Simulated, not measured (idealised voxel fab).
process module | voxel quadruple lines
cross-section cut | 290 nm wide | cells 5 nm
A cross-section is a grid of square cells, given in bands from the top down. A band is one or more rows of cells.
Each band's line starts with the height of the band's top and of its bottom, in nm. Then come its materials from left to right, each with its width in nm. One material with "throughout" fills the band from edge to edge. "air" is empty space.
Height 0 is the level under which the wafer as received is all one material. The lowest band goes on downwards, as in "0 down".
A width such as "30 to 40" changes by the same amount from each row of cells to the next, from the band's top row to its bottom row.
"no change" after a step means that no cell of the cross-section changed.
closed voids: empty space of 8 cells or more with no open way to the top, each as width x height at its distance from the left edge, in nm
after a step's settings: what the simulator itself notes on the step
overlay nm, on a step with a mask: how far to the right of its planned place the mask lay; to the left if negative
plan
1 op RECEIVE | material Si
2 op CONFORMAL_DEP | material Al2O3 | thk nm 10
3 op DIRECTIONAL_DEP | material Ru | thk nm 10
4 op DIRECTIONAL_DEP | material polySi | thk nm 20
5 op DIRECTIONAL_DEP | material aC | thk nm 20
6 op PATTERN | tone cover | mask id MANDREL | material resist | width nm 25 | thk nm 25 | overlay nm 0
7 op DIRECTIONAL_ETCH | etch materials aC | depth nm 20
8 op STRIP | etch materials resist
9 op CONFORMAL_DEP | material SiO2 | thk nm 15
10 op DIRECTIONAL_ETCH | etch materials SiO2 | depth nm 5
11 op STRIP | etch materials aC
12 op DIRECTIONAL_ETCH | etch materials polySi | depth nm 20
13 op STRIP | etch materials SiO2
14 op CONFORMAL_DEP | material SiN | thk nm 5
15 op DIRECTIONAL_ETCH | etch materials SiN | depth nm 5
16 op STRIP | etch materials polySi
17 op DIRECTIONAL_ETCH | etch materials Ru | depth nm 10
18 op STRIP | etch materials SiN
varied across the wafers: depth nm of step 10. The plan shows the first wafer's value. All wafers start alike
first wafer as received, after step 1
  0 down: Si throughout
  closed voids: none
first wafer at the end, after step 18
  10 to 0: Al2O3 throughout
  0 down: Si throughout
  closed voids: none
last wafer at the end
  20 to 10: air 110 | Ru 5 | air 15 | Ru 5 | air 15 | Ru 5 | air 15 | Ru 5 | air 115
  10 to 0: Al2O3 throughout
  0 down: Si throughout
  closed voids: none
each wafer at the end: cells of each material gained (+) or lost (-) since it was received, then its closed voids
depth nm 5 | +116 Al2O3 | closed voids: none
depth nm 10 | +116 Al2O3 | closed voids: none
depth nm 15 | +116 Al2O3 | +8 Ru | closed voids: none
depth nm 20 | +116 Al2O3 | +8 Ru | closed voids: none
depth nm 25 | +116 Al2O3 | +8 Ru | closed voids: none
depth nm 30 | +116 Al2O3 | +8 Ru | closed voids: none
